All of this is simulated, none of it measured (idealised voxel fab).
You're looking at the process module voxel ribs on slabs.
Cross-section cut: width 290 nm, square cells of 5 nm.
Each cross-section below is a grid of square cells, stated as bands in top-down order, with one or more rows of cells making up each band. Band: top and bottom heights (nm) first, top before bottom; then materials from left to right, widths in nm. "everywhere" marks a sole material filling the band edge to edge. "air" denotes empty space. Heights are measured from 0, the level below which the as-received wafer is all one material; the lowest band has no bottom and continues downward, written as in "0..down". The two numbers in a width such as "30..40" mark its ends across the band: the first belongs to the top row of cells, the second to the bottom row, and from each row to the next the width moves by the same amount. Basically "remains unaltered" means that step didn't change any cell in the cross-section. Look at "Enclosed void listing" for the closed voids: empty spaces with no open path to the top, sized 8 cells or up. Each is width x height at distance, distance from the left edge, all nm. Formally, on a step line, whatever follows the settings is a remark that the simulator itself makes on the step. A step line may carry the setting "overlay nm", which, for steps involving a mask, states the distance by which the mask lay to the right of its intended position; negative values denote displacement to the left.
-- Set out below are the planned steps of the process
1 RECEIVE (material Si)
2 DIRECTIONAL_DEP (material SiO2; thk nm 20)
3 DIRECTIONAL_DEP (material polySi; thk nm 15)
4 MASKED_ETCH (tone cover; mask id RIB; width nm 20; etch materials polySi; depth nm 10; overlay nm 0)
5 MASKED_ETCH (tone cover; mask id SLAB; width nm 60; etch materials polySi; depth nm 5; overlay nm 0)
6 FILL_DEP (material SiO2; thk nm 25)
7 CMP (height nm 55)
8 DIRECTIONAL_DEP (material TiN; thk nm 10)
9 DIRECTIONAL_DEP (material aC; thk nm 15)
10 PATTERN (tone cover; mask id HEATER; material resist; width nm 30; thk nm 30; overlay nm -15)
11 DIRECTIONAL_ETCH (etch materials aC; depth nm 15)
12 STRIP (etch materials resist)
13 DIRECTIONAL_ETCH (etch materials TiN; depth nm 10)
14 STRIP (etch materials aC)
15 CONFORMAL_DEP (material SiO2; thk nm 5)
Every wafer here starts from the same state; it is the step 10 overlay nm that distinguishes them, and the value the plan gives belongs to the first wafer.
-- After step 1, as received: first of several wafers, cross-section
* 0..down = Si everywhere
* Enclosed void listing: none
-- first wafer at the end, after step 15
* 70..65 = air: 110, then SiO2: 40, then air: 140
* 65..60 = air: 110, then SiO2: 5, then TiN: 30, then SiO2: 5, then air: 140
* 60..55 = SiO2: 115, then TiN: 30, then SiO2: 145
* 55..35 = SiO2 everywhere
* 35..25 = SiO2: 135, then polySi: 20, then SiO2: 135
* 25..20 = SiO2: 115, then polySi: 60, then SiO2: 115
* 20..0 = SiO2 everywhere
* 0..down = Si everywhere
* Enclosed void listing: none
-- Sectional view of the last wafer upon completion of the module
* 70..65 = air: 140, then SiO2: 40, then air: 110
* 65..60 = air: 140, then SiO2: 5, then TiN: 30, then SiO2: 5, then air: 110
* 60..55 = SiO2: 145, then TiN: 30, then SiO2: 115
* 55..35 = SiO2 everywhere
* 35..25 = SiO2: 135, then polySi: 20, then SiO2: 135
* 25..20 = SiO2: 115, then polySi: 60, then SiO2: 115
* 20..0 = SiO2 everywhere
* 0..down = Si everywhere
* Enclosed void listing: none
-- Basically each wafer gets a line in the table, showing it at the end of the module: material by material, the cells it gained (+) or lost (-) since we got it, then its closed voids
overlay nm -15; +680 SiO2; +12 TiN; +20 polySi; Enclosed void listing: none
overlay nm -10; +680 SiO2; +12 TiN; +20 polySi; Enclosed void listing: none
overlay nm -5; +680 SiO2; +12 TiN; +20 polySi; Enclosed void listing: none
overlay nm 0; +680 SiO2; +12 TiN; +20 polySi; Enclosed void listing: none
overlay nm 5; +680 SiO2; +12 TiN; +20 polySi; Enclosed void listing: none
overlay nm 10; +680 SiO2; +12 TiN; +20 polySi; Enclosed void listing: none
overlay nm 15; +680 SiO2; +12 TiN; +20 polySi; Enclosed void listing: none
